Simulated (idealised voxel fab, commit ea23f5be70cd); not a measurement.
This is a process module. Its name is voxel trench capacitor.
FYI the section here is cut, 245 nm wide, cells are 5 nm squares.
Think of the cross-section as a grid of square cells. We describe it in bands, top to bottom, and each band covers one or more rows of those cells.
It is stipulated that each band's entry specify, in nanometres, the height of the top of the band and then that of its bottom, followed by the materials of the band in left-to-right sequence, each together with its width in nanometres. A single material marked by the word "everywhere" is understood to fill the band from edge to edge; the word "blank" is understood to denote empty space.
Convention: height 0 is the level below which the wafer, as received, is all one material. The lowest band does not terminate at the bottom but continues downward, represented as "from 0 down".
Graded width ("30->40"): value in top row of band = first number; value in bottom row = second number; row-to-row change constant.
Basically "no modifications" means that step didn't change any cell in the cross-section.
"Sealed voids" means: voids of 8 cells or more that are shut off from the top with no open way through. Written width x height at distance, distance from the left edge, in nm.
It should be noted that, on the line of a given step, the content following the step's settings is a remark produced by the simulator itself with respect to that step.
overlay nm: for a step with a mask, the amount by which the mask lay right of where it was planned; a negative amount means left of it.
**These are the steps we planned for the process**
step 1: RECEIVE, material Si
step 2: CONFORMAL_DEP, material SiN, thk nm 5
step 3: PATTERN, tone open, mask id TRENCH, material resist, width nm 25, pitch nm 45, thk nm 20, overlay nm 0
step 4: DIRECTIONAL_ETCH, etch materials SiN, depth nm 5
step 5: DIRECTIONAL_ETCH, etch materials Si, depth nm 35
step 6: STRIP, etch materials resist
step 7: CONFORMAL_DEP, material HfO2, thk nm 5
step 8: CONFORMAL_DEP, material TiN, thk nm 5
step 9: FILL_DEP, material W, thk nm 5
step 10: CMP, height nm 5
**First wafer out of two, processed as planned**
**Cross-section, incoming material, after step 1**
  from 0 down  Si everywhere
  Sealed voids: none
**Wafer section view after processing step 2**
  from 5 to 0  SiN everywhere
  Nothing below the height 0 has changed.
**Wafer section view after processing step 3**
  from 25 to 5  resist 65 nm, then blank 25 nm, then resist 20 nm, then blank 25 nm, then resist 20 nm, then blank 25 nm, then resist 65 nm
  Nothing below the height 5 has changed.
**Wafer section view after processing step 4**
  from 25 to 5  resist 65 nm, then blank 25 nm, then resist 20 nm, then blank 25 nm, then resist 20 nm, then blank 25 nm, then resist 65 nm
  from 5 to 0  SiN 65 nm, then blank 25 nm, then SiN 20 nm, then blank 25 nm, then SiN 20 nm, then blank 25 nm, then SiN 65 nm
  Nothing below the height 0 has changed.
**Wafer section view after processing step 5**
  from 25 to 5  resist 65 nm, then blank 25 nm, then resist 20 nm, then blank 25 nm, then resist 20 nm, then blank 25 nm, then resist 65 nm
  from 5 to 0  SiN 65 nm, then blank 25 nm, then SiN 20 nm, then blank 25 nm, then SiN 20 nm, then blank 25 nm, then SiN 65 nm
  from 0 to -35  Si 65 nm, then blank 25 nm, then Si 20 nm, then blank 25 nm, then Si 20 nm, then blank 25 nm, then Si 65 nm
  Nothing below the height -35 has changed.
**Wafer section view after processing step 6**
  from 5 to 0  SiN 65 nm, then blank 25 nm, then SiN 20 nm, then blank 25 nm, then SiN 20 nm, then blank 25 nm, then SiN 65 nm
  Nothing below the height 0 has changed.
**Wafer section view after processing step 7**
  from 10 to 5  HfO2 70 nm, then blank 15 nm, then HfO2 30 nm, then blank 15 nm, then HfO2 30 nm, then blank 15 nm, then HfO2 70 nm
  from 5 to 0  SiN 65 nm, then HfO2 5 nm, then blank 15 nm, then HfO2 5 nm, then SiN 20 nm, then HfO2 5 nm, then blank 15 nm, then HfO2 5 nm, then SiN 20 nm, then HfO2 5 nm, then blank 15 nm, then HfO2 5 nm, then SiN 65 nm
  from 0 to -30  Si 65 nm, then HfO2 5 nm, then blank 15 nm, then HfO2 5 nm, then Si 20 nm, then HfO2 5 nm, then blank 15 nm, then HfO2 5 nm, then Si 20 nm, then HfO2 5 nm, then blank 15 nm, then HfO2 5 nm, then Si 65 nm
  from -30 to -35  Si 65 nm, then HfO2 25 nm, then Si 20 nm, then HfO2 25 nm, then Si 20 nm, then HfO2 25 nm, then Si 65 nm
  Nothing below the height -35 has changed.
**Wafer section view after processing step 8**
  from 15 to 10  TiN 75 nm, then blank 5 nm, then TiN 40 nm, then blank 5 nm, then TiN 40 nm, then blank 5 nm, then TiN 75 nm
  from 10 to 5  HfO2 70 nm, then TiN 5 nm, then blank 5 nm, then TiN 5 nm, then HfO2 30 nm, then TiN 5 nm, then blank 5 nm, then TiN 5 nm, then HfO2 30 nm, then TiN 5 nm, then blank 5 nm, then TiN 5 nm, then HfO2 70 nm
  from 5 to 0  SiN 65 nm, then HfO2 5 nm, then TiN 5 nm, then blank 5 nm, then TiN 5 nm, then HfO2 5 nm, then SiN 20 nm, then HfO2 5 nm, then TiN 5 nm, then blank 5 nm, then TiN 5 nm, then HfO2 5 nm, then SiN 20 nm, then HfO2 5 nm, then TiN 5 nm, then blank 5 nm, then TiN 5 nm, then HfO2 5 nm, then SiN 65 nm
  from 0 to -25  Si 65 nm, then HfO2 5 nm, then TiN 5 nm, then blank 5 nm, then TiN 5 nm, then HfO2 5 nm, then Si 20 nm, then HfO2 5 nm, then TiN 5 nm, then blank 5 nm, then TiN 5 nm, then HfO2 5 nm, then Si 20 nm, then HfO2 5 nm, then TiN 5 nm, then blank 5 nm, then TiN 5 nm, then HfO2 5 nm, then Si 65 nm
  from -25 to -30  Si 65 nm, then HfO2 5 nm, then TiN 15 nm, then HfO2 5 nm, then Si 20 nm, then HfO2 5 nm, then TiN 15 nm, then HfO2 5 nm, then Si 20 nm, then HfO2 5 nm, then TiN 15 nm, then HfO2 5 nm, then Si 65 nm
  Nothing below the height -30 has changed.
**Wafer section view after processing step 9**
  from 20 to 15  W everywhere
  from 15 to 10  TiN 75 nm, then W 5 nm, then TiN 40 nm, then W 5 nm, then TiN 40 nm, then W 5 nm, then TiN 75 nm
  from 10 to 5  HfO2 70 nm, then TiN 5 nm, then W 5 nm, then TiN 5 nm, then HfO2 30 nm, then TiN 5 nm, then W 5 nm, then TiN 5 nm, then HfO2 30 nm, then TiN 5 nm, then W 5 nm, then TiN 5 nm, then HfO2 70 nm
  from 5 to 0  SiN 65 nm, then HfO2 5 nm, then TiN 5 nm, then W 5 nm, then TiN 5 nm, then HfO2 5 nm, then SiN 20 nm, then HfO2 5 nm, then TiN 5 nm, then W 5 nm, then TiN 5 nm, then HfO2 5 nm, then SiN 20 nm, then HfO2 5 nm, then TiN 5 nm, then W 5 nm, then TiN 5 nm, then HfO2 5 nm, then SiN 65 nm
  from 0 to -25  Si 65 nm, then HfO2 5 nm, then TiN 5 nm, then W 5 nm, then TiN 5 nm, then HfO2 5 nm, then Si 20 nm, then HfO2 5 nm, then TiN 5 nm, then W 5 nm, then TiN 5 nm, then HfO2 5 nm, then Si 20 nm, then HfO2 5 nm, then TiN 5 nm, then W 5 nm, then TiN 5 nm, then HfO2 5 nm, then Si 65 nm
  Nothing below the height -25 has changed.
**Wafer section view after processing step 10**
  from 5 to 0  SiN 65 nm, then HfO2 5 nm, then TiN 5 nm, then W 5 nm, then TiN 5 nm, then HfO2 5 nm, then SiN 20 nm, then HfO2 5 nm, then TiN 5 nm, then W 5 nm, then TiN 5 nm, then HfO2 5 nm, then SiN 20 nm, then HfO2 5 nm, then TiN 5 nm, then W 5 nm, then TiN 5 nm, then HfO2 5 nm, then SiN 65 nm
  Nothing below the height 0 has changed.
**What follows concerns the second wafer, which started out like the first and was meant to follow the very same plan; one mistake crept in when it was run, but everything up to and including step 6 is the same as for the first wafer**
**Second wafer: cross-section at the scheduled end of step 7**
  from 10 to 5  TiN 70 nm, then blank 15 nm, then TiN 30 nm, then blank 15 nm, then TiN 30 nm, then blank 15 nm, then TiN 70 nm
  from 5 to 0  SiN 65 nm, then TiN 5 nm, then blank 15 nm, then TiN 5 nm, then SiN 20 nm, then TiN 5 nm, then blank 15 nm, then TiN 5 nm, then SiN 20 nm, then TiN 5 nm, then blank 15 nm, then TiN 5 nm, then SiN 65 nm
  from 0 to -30  Si 65 nm, then TiN 5 nm, then blank 15 nm, then TiN 5 nm, then Si 20 nm, then TiN 5 nm, then blank 15 nm, then TiN 5 nm, then Si 20 nm, then TiN 5 nm, then blank 15 nm, then TiN 5 nm, then Si 65 nm
  from -30 to -35  Si 65 nm, then TiN 25 nm, then Si 20 nm, then TiN 25 nm, then Si 20 nm, then TiN 25 nm, then Si 65 nm
  Nothing below the height -35 has changed.
**Second wafer: cross-section at the scheduled end of step 8**
  from 15 to 10  HfO2 75 nm, then blank 5 nm, then HfO2 40 nm, then blank 5 nm, then HfO2 40 nm, then blank 5 nm, then HfO2 75 nm
  from 10 to 5  TiN 70 nm, then HfO2 5 nm, then blank 5 nm, then HfO2 5 nm, then TiN 30 nm, then HfO2 5 nm, then blank 5 nm, then HfO2 5 nm, then TiN 30 nm, then HfO2 5 nm, then blank 5 nm, then HfO2 5 nm, then TiN 70 nm
  from 5 to 0  SiN 65 nm, then TiN 5 nm, then HfO2 5 nm, then blank 5 nm, then HfO2 5 nm, then TiN 5 nm, then SiN 20 nm, then TiN 5 nm, then HfO2 5 nm, then blank 5 nm, then HfO2 5 nm, then TiN 5 nm, then SiN 20 nm, then TiN 5 nm, then HfO2 5 nm, then blank 5 nm, then HfO2 5 nm, then TiN 5 nm, then SiN 65 nm
  from 0 to -25  Si 65 nm, then TiN 5 nm, then HfO2 5 nm, then blank 5 nm, then HfO2 5 nm, then TiN 5 nm, then Si 20 nm, then TiN 5 nm, then HfO2 5 nm, then blank 5 nm, then HfO2 5 nm, then TiN 5 nm, then Si 20 nm, then TiN 5 nm, then HfO2 5 nm, then blank 5 nm, then HfO2 5 nm, then TiN 5 nm, then Si 65 nm
  from -25 to -30  Si 65 nm, then TiN 5 nm, then HfO2 15 nm, then TiN 5 nm, then Si 20 nm, then TiN 5 nm, then HfO2 15 nm, then TiN 5 nm, then Si 20 nm, then TiN 5 nm, then HfO2 15 nm, then TiN 5 nm, then Si 65 nm
  Nothing below the height -30 has changed.
**Second wafer: cross-section at the scheduled end of step 9**
  from 20 to 15  W everywhere
  from 15 to 10  HfO2 75 nm, then W 5 nm, then HfO2 40 nm, then W 5 nm, then HfO2 40 nm, then W 5 nm, then HfO2 75 nm
  from 10 to 5  TiN 70 nm, then HfO2 5 nm, then W 5 nm, then HfO2 5 nm, then TiN 30 nm, then HfO2 5 nm, then W 5 nm, then HfO2 5 nm, then TiN 30 nm, then HfO2 5 nm, then W 5 nm, then HfO2 5 nm, then TiN 70 nm
  from 5 to 0  SiN 65 nm, then TiN 5 nm, then HfO2 5 nm, then W 5 nm, then HfO2 5 nm, then TiN 5 nm, then SiN 20 nm, then TiN 5 nm, then HfO2 5 nm, then W 5 nm, then HfO2 5 nm, then TiN 5 nm, then SiN 20 nm, then TiN 5 nm, then HfO2 5 nm, then W 5 nm, then HfO2 5 nm, then TiN 5 nm, then SiN 65 nm
  from 0 to -25  Si 65 nm, then TiN 5 nm, then HfO2 5 nm, then W 5 nm, then HfO2 5 nm, then TiN 5 nm, then Si 20 nm, then TiN 5 nm, then HfO2 5 nm, then W 5 nm, then HfO2 5 nm, then TiN 5 nm, then Si 20 nm, then TiN 5 nm, then HfO2 5 nm, then W 5 nm, then HfO2 5 nm, then TiN 5 nm, then Si 65 nm
  Nothing below the height -25 has changed.
**Second wafer: cross-section at the scheduled end of step 10**
  from 5 to 0  SiN 65 nm, then TiN 5 nm, then HfO2 5 nm, then W 5 nm, then HfO2 5 nm, then TiN 5 nm, then SiN 20 nm, then TiN 5 nm, then HfO2 5 nm, then W 5 nm, then HfO2 5 nm, then TiN 5 nm, then SiN 20 nm, then TiN 5 nm, then HfO2 5 nm, then W 5 nm, then HfO2 5 nm, then TiN 5 nm, then SiN 65 nm
  Nothing below the height 0 has changed.
The mistake made against the process plan was this: it was found that steps 7 and 8 of the process plan had been performed in exchanged positions
Wrapping up, a cell-based count of both wafers puts the second over or under the first for these materials: 12 fewer of HfO2 | 12 more of TiN
